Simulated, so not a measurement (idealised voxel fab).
process module | voxel capacitor over wiring
cross-section cut | 215 nm wide | cells 5 nm
A cross-section is a grid of square cells, given in bands from the top down. A band is one or more rows of cells.
Each band's line starts with the height of the band's top and of its bottom, in nm. Then come its materials from left to right, each with its width in nm. One material with "throughout" fills the band from edge to edge. "air" is empty space.
Height 0 is the level under which the wafer as received is all one material. The lowest band goes on downwards, as in "0 down".
A width such as "30 to 40" changes by the same amount from each row of cells to the next, from the band's top row to its bottom row.
"no change" after a step means that no cell of the cross-section changed.
closed voids: empty space of 8 cells or more with no open way to the top, each as width x height at its distance from the left edge, in nm
after a step's settings: what the simulator itself notes on the step
overlay nm, on a step with a mask: how far to the right of its planned place the mask lay; to the left if negative
plan
1 op RECEIVE | material Si
2 op CONFORMAL_DEP | material SiO2 | thk nm 15
3 op CONFORMAL_DEP | material SiCN | thk nm 5
4 op DIRECTIONAL_DEP | material SiO2 | thk nm 20
5 op DIRECTIONAL_DEP | material aC | thk nm 15
6 op PATTERN | tone open | mask id METAL_1 | material resist | width nm 20 | pitch nm 75 | thk nm 30 | overlay nm 0
7 op DIRECTIONAL_ETCH | etch materials aC | depth nm 15
8 op STRIP | etch materials resist
9 op DIRECTIONAL_ETCH | etch materials SiO2 | depth nm 20
10 op DIRECTIONAL_ETCH | etch materials SiCN | depth nm 5
11 op STRIP | etch materials aC
12 op CONFORMAL_DEP | material TiN | thk nm 5
13 op FILL_DEP | material W | thk nm 10
14 op CMP | height nm 40
15 op EPI | material Ru | thk nm 5
16 op FILL_DEP | material SiCN | thk nm 5
17 op DIRECTIONAL_DEP | material SiO2 | thk nm 10
18 op MASKED_ETCH | tone open | mask id PLUG_1 | width nm 15 | etch materials SiO2 | depth nm 10 | overlay nm 0
19 op MASKED_ETCH | tone open | mask id PLUG_1 | width nm 15 | etch materials SiCN | depth nm 5 | overlay nm 0
20 op EPI | material Ru | thk nm 10
21 op EPI | material Ru | thk nm 5
22 op DIRECTIONAL_DEP | material TiN | thk nm 10
23 op DIRECTIONAL_DEP | material Al2O3 | thk nm 5
24 op DIRECTIONAL_DEP | material TiN | thk nm 5
25 op MASKED_ETCH | tone cover | mask id UPPER_PLATE | width nm 60 | etch materials TiN | depth nm 5 | overlay nm 0
26 op MASKED_ETCH | tone cover | mask id UPPER_PLATE | width nm 60 | etch materials Al2O3 | depth nm 5 | overlay nm 0
27 op PATTERN | tone cover | mask id LOWER_PLATE | material resist | width nm 70 | thk nm 20 | overlay nm 0
28 op DIRECTIONAL_ETCH | etch materials TiN | depth nm 10
29 op STRIP | etch materials resist
30 op FILL_DEP | material SiO2 | thk nm 20
31 op CMP | height nm 95
32 op MASKED_ETCH | tone open | mask id PLUG_2 | width nm 15 | etch materials SiO2 | depth nm 15 | overlay nm 0
33 op CONFORMAL_DEP | material TiN | thk nm 5
34 op FILL_DEP | material Ru | thk nm 5
35 op CMP | height nm 95
36 op CONFORMAL_DEP | material SiCN | thk nm 5
as received, after step 1
  0 down: Si throughout
  closed voids: none
a wafer at the end: this start, this plan, one mistake
  100 to 95: SiCN throughout
  95 to 85: Ru 70 | TiN 5 | SiO2 15 | TiN 5 | Ru 120
  85 to 80: TiN 75 | SiO2 15 | TiN 125
  80 to 75: SiO2 65 | TiN 60 | SiO2 90
  75 to 70: SiO2 65 | Al2O3 60 | SiO2 90
  70 to 60: SiO2 60 | TiN 70 | SiO2 85
  60 to 50: SiO2 65 | Ru 15 | SiO2 135
  50 to 45: SiCN 65 | Ru 15 | SiCN 135
  45 to 40: SiCN 55 | Ru 30 | SiCN 45 | Ru 30 | SiCN 55
  40 to 20: SiO2 60 | TiN 5 | W 10 | TiN 5 | SiO2 55 | TiN 5 | W 10 | TiN 5 | SiO2 60
  20 to 15: SiCN 60 | TiN 20 | SiCN 55 | TiN 20 | SiCN 60
  15 to 0: SiO2 throughout
  0 down: Si throughout
  closed voids: none
what went wrong: step 32 ran as: op MASKED_ETCH | tone cover | mask id PLUG_2 | width nm 15 | etch materials SiO2 | depth nm 15 | overlay nm 0
